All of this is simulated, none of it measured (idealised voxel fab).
process module | voxel local oxidation
cross-section cut | 255 nm wide | cells 5 nm
A cross-section is a grid of square cells, given in bands from the top down. A band is one or more rows of cells.
Each band's line starts with the height of the band's top and of its bottom, in nm. Then come its materials from left to right, each with its width in nm. One material with "throughout" fills the band from edge to edge. "air" is empty space.
Height 0 is the level under which the wafer as received is all one material. The lowest band goes on downwards, as in "0 down".
A width such as "30 to 40" changes by the same amount from each row of cells to the next, from the band's top row to its bottom row.
"no change" after a step means that no cell of the cross-section changed.
closed voids: empty space of 8 cells or more with no open way to the top, each as width x height at its distance from the left edge, in nm
after a step's settings: what the simulator itself notes on the step
overlay nm, on a step with a mask: how far to the right of its planned place the mask lay; to the left if negative
Each pair below shows a cross-section before one step and the cross-section after it, down to the lowest band that changed. The line under each pair gives the step between them, with its settings. The pairs can come from different runs of this module on the same starting wafer, so a pair continues from the pair above only where its "before" says so.
before
  0 down: Si throughout
  closed voids: none
after
  5 to 0: SiO2 throughout
  below 0: unchanged
  closed voids: none
the step between: op CONFORMAL_DEP | material SiO2 | thk nm 5
before: the cross-section after the pair above
after
  20 to 5: SiN throughout
  below 5: unchanged
  closed voids: none
the step between: op CONFORMAL_DEP | material SiN | thk nm 15
before: the cross-section after the pair above
after
  35 to 20: aC throughout
  below 20: unchanged
  closed voids: none
the step between: op DIRECTIONAL_DEP | material aC | thk nm 15
before: the cross-section after the pair above
after
  70 to 35: air 60 | resist 130 | air 65
  below 35: unchanged
  closed voids: none
the step between: op PATTERN | tone cover | mask id ACTIVE | material resist | width nm 130 | thk nm 35 | overlay nm 0
before: the cross-section after the pair above
after
  55 to 35: air 60 | resist 130 | air 65
  35 to 20: air 60 | aC 130 | air 65
  below 20: unchanged
  closed voids: none
the step between: op DIRECTIONAL_ETCH | etch materials aC | depth nm 15
before: the cross-section after the pair above
after
  35 to 20: air 60 | aC 130 | air 65
  below 20: unchanged
  closed voids: none
the step between: op STRIP | etch materials resist
before: the cross-section after the pair above
after
  35 to 20: air 60 | aC 130 | air 65
  20 to 5: air 60 | SiN 130 | air 65
  below 5: unchanged
  closed voids: none
the step between: op DIRECTIONAL_ETCH | etch materials SiN | depth nm 15
before: the cross-section after the pair above
after
  20 to 5: air 60 | SiN 130 | air 65
  below 5: unchanged
  closed voids: none
the step between: op STRIP | etch materials aC
before: the cross-section after the pair above
after
  20 to 5: air 60 | SiN 130 | air 65
  5 to 0: air 65 | SiO2 120 | air 70
  below 0: unchanged
  closed voids: none
the step between: op SELECTIVE_ETCH | etch materials SiO2 | depth nm 5
before: the cross-section after the pair above
after
  20 to 5: air 60 | SiN 130 | air 65
  5 to 0: air 65 | SiO2 120 | air 70
  0 to -15: SiO2 80 | Si 90 | SiO2 85
  below -15: unchanged
  closed voids: none
the step between: op OXIDIZE | depth nm 15
before: the cross-section after the pair above
after
  5 to 0: air 65 | SiO2 120 | air 70
  below 0: unchanged
  closed voids: none
the step between: op STRIP | etch materials SiN
before
  0 down: Si throughout
  closed voids: none
after
  15 to 0: SiN throughout
  below 0: unchanged
  closed voids: none
the step between: op CONFORMAL_DEP | material SiN | thk nm 15
before: the cross-section after the pair above
after
  30 to 15: aC throughout
  below 15: unchanged
  closed voids: none
the step between: op DIRECTIONAL_DEP | material aC | thk nm 15
before: the cross-section after the pair above
after
  65 to 30: air 60 | resist 130 | air 65
  below 30: unchanged
  closed voids: none
the step between: op PATTERN | tone cover | mask id ACTIVE | material resist | width nm 130 | thk nm 35 | overlay nm 0
before: the cross-section after the pair above
after
  50 to 30: air 60 | resist 130 | air 65
  30 to 15: air 60 | aC 130 | air 65
  below 15: unchanged
  closed voids: none
the step between: op DIRECTIONAL_ETCH | etch materials aC | depth nm 15
before: the cross-section after the pair above
after
  30 to 15: air 60 | aC 130 | air 65
  below 15: unchanged
  closed voids: none
the step between: op STRIP | etch materials resist
before: the cross-section after the pair above
after
  30 to 15: air 60 | aC 130 | air 65
  15 to 0: air 60 | SiN 130 | air 65
  below 0: unchanged
  closed voids: none
the step between: op DIRECTIONAL_ETCH | etch materials SiN | depth nm 15
before: the cross-section after the pair above
after
  15 to 0: air 60 | SiN 130 | air 65
  below 0: unchanged
  closed voids: none
the step between: op STRIP | etch materials aC
before: the cross-section after the pair above
after
  15 to 0: air 60 | SiN 130 | air 65
  0 to -15: SiO2 75 | Si 100 | SiO2 80
  below -15: unchanged
  closed voids: none
the step between: op OXIDIZE | depth nm 15
before: the cross-section after the pair above
after
  0 to -15: SiO2 75 | Si 100 | SiO2 80
  below -15: unchanged
  closed voids: none
the step between: op STRIP | etch materials SiN
before
  55 to 35: air 60 | resist 130 | air 65
  35 to 20: air 60 | aC 130 | air 65
  20 to 5: SiN throughout
  5 to 0: SiO2 throughout
  0 down: Si throughout
  closed voids: none
after
  40 to 35: air 60 | resist 130 | air 65
  below 35: unchanged
  closed voids: none
the step between: op DIRECTIONAL_ETCH | etch materials aC | depth nm 15
before: the cross-section after the pair above
after
  35 to 20: air 60 | aC 130 | air 65
  below 20: unchanged
  closed voids: none
the step between: op STRIP | etch materials resist
before
  55 to 35: air 60 | resist 130 | air 65
  35 to 20: air 60 | aC 130 | air 65
  20 to 5: SiN throughout
  5 to 0: SiO2 throughout
  0 down: Si throughout
  closed voids: none
after
  55 to 35: air 60 | resist 130 | air 65
  35 to 20: air 60 | aC 130 | air 65
  20 to 5: air 60 | SiN 130 | air 65
  below 5: unchanged
  closed voids: none
the step between: op DIRECTIONAL_ETCH | etch materials SiN | depth nm 15
before: the cross-section after the pair above
after
  35 to 20: air 60 | aC 130 | air 65
  below 20: unchanged
  closed voids: none
the step between: op STRIP | etch materials resist
before
  20 to 5: air 60 | SiN 130 | air 65
  5 to 0: air 65 | SiO2 120 | air 70
  0 down: Si throughout
  closed voids: none
after
  20 to 5: air 60 | SiN 130 | air 65
  5 to 0: air 65 | SiO2 120 | air 70
  0 to -25: SiO2 90 | Si 70 | SiO2 95
  below -25: unchanged
  closed voids: none
the step between: op OXIDIZE | depth nm 25
before: the cross-section after the pair above
after
  5 to 0: air 65 | SiO2 120 | air 70
  below 0: unchanged
  closed voids: none
the step between: op STRIP | etch materials SiN
before
  35 to 20: aC throughout
  20 to 5: SiN throughout
  5 to 0: SiO2 throughout
  0 down: Si throughout
  closed voids: none
after
  70 to 35: air 55 | resist 140 | air 60
  below 35: unchanged
  closed voids: none
the step between: op PATTERN | tone cover | mask id ACTIVE | material resist | width nm 140 | thk nm 35 | overlay nm 0
before: the cross-section after the pair above
after
  55 to 35: air 55 | resist 140 | air 60
  35 to 20: air 55 | aC 140 | air 60
  below 20: unchanged
  closed voids: none
the step between: op DIRECTIONAL_ETCH | etch materials aC | depth nm 15
before: the cross-section after the pair above
after
  35 to 20: air 55 | aC 140 | air 60
  below 20: unchanged
  closed voids: none
the step between: op STRIP | etch materials resist
before: the cross-section after the pair above
after
  35 to 20: air 55 | aC 140 | air 60
  20 to 5: air 55 | SiN 140 | air 60
  below 5: unchanged
  closed voids: none
the step between: op DIRECTIONAL_ETCH | etch materials SiN | depth nm 15
before: the cross-section after the pair above
after
  20 to 5: air 55 | SiN 140 | air 60
  below 5: unchanged
  closed voids: none
the step between: op STRIP | etch materials aC
before: the cross-section after the pair above
after
  20 to 5: air 55 | SiN 140 | air 60
  5 to 0: air 60 | SiO2 130 | air 65
  below 0: unchanged
  closed voids: none
the step between: op SELECTIVE_ETCH | etch materials SiO2 | depth nm 5
before: the cross-section after the pair above
after
  20 to 5: air 55 | SiN 140 | air 60
  5 to 0: air 60 | SiO2 130 | air 65
  0 to -15: SiO2 75 | Si 100 | SiO2 80
  below -15: unchanged
  closed voids: none
the step between: op OXIDIZE | depth nm 15
before: the cross-section after the pair above
after
  5 to 0: air 60 | SiO2 130 | air 65
  below 0: unchanged
  closed voids: none
the step between: op STRIP | etch materials SiN
before
  35 to 20: aC throughout
  20 to 5: SiN throughout
  5 to 0: SiO2 throughout
  0 down: Si throughout
  closed voids: none
after
  70 to 35: air 50 | resist 130 | air 75
  below 35: unchanged
  closed voids: none
the step between: op PATTERN | tone cover | mask id ACTIVE | material resist | width nm 130 | thk nm 35 | overlay nm -10
before: the cross-section after the pair above
after
  55 to 35: air 50 | resist 130 | air 75
  35 to 20: air 50 | aC 130 | air 75
  below 20: unchanged
  closed voids: none
the step between: op DIRECTIONAL_ETCH | etch materials aC | depth nm 15
before: the cross-section after the pair above
after
  35 to 20: air 50 | aC 130 | air 75
  below 20: unchanged
  closed voids: none
the step between: op STRIP | etch materials resist
before: the cross-section after the pair above
after
  35 to 20: air 50 | aC 130 | air 75
  20 to 5: air 50 | SiN 130 | air 75
  below 5: unchanged
  closed voids: none
the step between: op DIRECTIONAL_ETCH | etch materials SiN | depth nm 15
before: the cross-section after the pair above
after
  20 to 5: air 50 | SiN 130 | air 75
  below 5: unchanged
  closed voids: none
the step between: op STRIP | etch materials aC
before: the cross-section after the pair above
after
  20 to 5: air 50 | SiN 130 | air 75
  5 to 0: air 55 | SiO2 120 | air 80
  below 0: unchanged
  closed voids: none
the step between: op SELECTIVE_ETCH | etch materials SiO2 | depth nm 5
before: the cross-section after the pair above
after
  20 to 5: air 50 | SiN 130 | air 75
  5 to 0: air 55 | SiO2 120 | air 80
  0 to -15: SiO2 70 | Si 90 | SiO2 95
  below -15: unchanged
  closed voids: none
the step between: op OXIDIZE | depth nm 15
before: the cross-section after the pair above
after
  5 to 0: air 55 | SiO2 120 | air 80
  below 0: unchanged
  closed voids: none
the step between: op STRIP | etch materials SiN
before
  20 to 5: SiN throughout
  5 to 0: SiO2 throughout
  0 down: Si throughout
  closed voids: none
after
  35 to 20: SiO2 throughout
  below 20: unchanged
  closed voids: none
the step between: op DIRECTIONAL_DEP | material SiO2 | thk nm 15
before: the cross-section after the pair above
after
  70 to 35: air 60 | resist 130 | air 65
  below 35: unchanged
  closed voids: none
the step between: op PATTERN | tone cover | mask id ACTIVE | material resist | width nm 130 | thk nm 35 | overlay nm 0
before: the cross-section after the pair above
after
  55 to 35: air 60 | resist 130 | air 65
  below 35: unchanged
  closed voids: none
the step between: op DIRECTIONAL_ETCH | etch materials aC | depth nm 15
before: the cross-section after the pair above
after
  35 to 20: SiO2 throughout
  below 20: unchanged
  closed voids: none
the step between: op STRIP | etch materials resist
before: the cross-section after the pair above
after
  30 to 20: SiO2 throughout
  below 20: unchanged
  closed voids: none
the step between: op SELECTIVE_ETCH | etch materials SiO2 | depth nm 5
before
  35 to 20: aC throughout
  20 to 5: SiN throughout
  5 to 0: SiO2 throughout
  0 down: Si throughout
  closed voids: none
after
  70 to 35: resist 60 | air 130 | resist 65
  below 35: unchanged
  closed voids: none
the step between: op PATTERN | tone open | mask id ACTIVE | material resist | width nm 130 | thk nm 35 | overlay nm 0
before: the cross-section after the pair above
after
  55 to 35: resist 60 | air 130 | resist 65
  35 to 20: aC 60 | air 130 | aC 65
  below 20: unchanged
  closed voids: none
the step between: op DIRECTIONAL_ETCH | etch materials aC | depth nm 15
before: the cross-section after the pair above
after
  35 to 20: aC 60 | air 130 | aC 65
  below 20: unchanged
  closed voids: none
the step between: op STRIP | etch materials resist
before: the cross-section after the pair above
after
  35 to 20: aC 60 | air 130 | aC 65
  20 to 5: SiN 60 | air 130 | SiN 65
  below 5: unchanged
  closed voids: none
the step between: op DIRECTIONAL_ETCH | etch materials SiN | depth nm 15
before: the cross-section after the pair above
after
  20 to 5: SiN 60 | air 130 | SiN 65
  below 5: unchanged
  closed voids: none
the step between: op STRIP | etch materials aC
before: the cross-section after the pair above
after
  20 to 5: SiN 60 | air 130 | SiN 65
  5 to 0: SiO2 55 | air 140 | SiO2 60
  below 0: unchanged
  closed voids: none
the step between: op SELECTIVE_ETCH | etch materials SiO2 | depth nm 5
before: the cross-section after the pair above
after
  20 to 5: SiN 60 | air 130 | SiN 65
  5 to 0: SiO2 55 | air 140 | SiO2 60
  0 to -15: Si 40 | SiO2 170 | Si 45
  below -15: unchanged
  closed voids: none
the step between: op OXIDIZE | depth nm 15
before: the cross-section after the pair above
after
  5 to 0: SiO2 55 | air 140 | SiO2 60
  below 0: unchanged
  closed voids: none
the step between: op STRIP | etch materials SiN
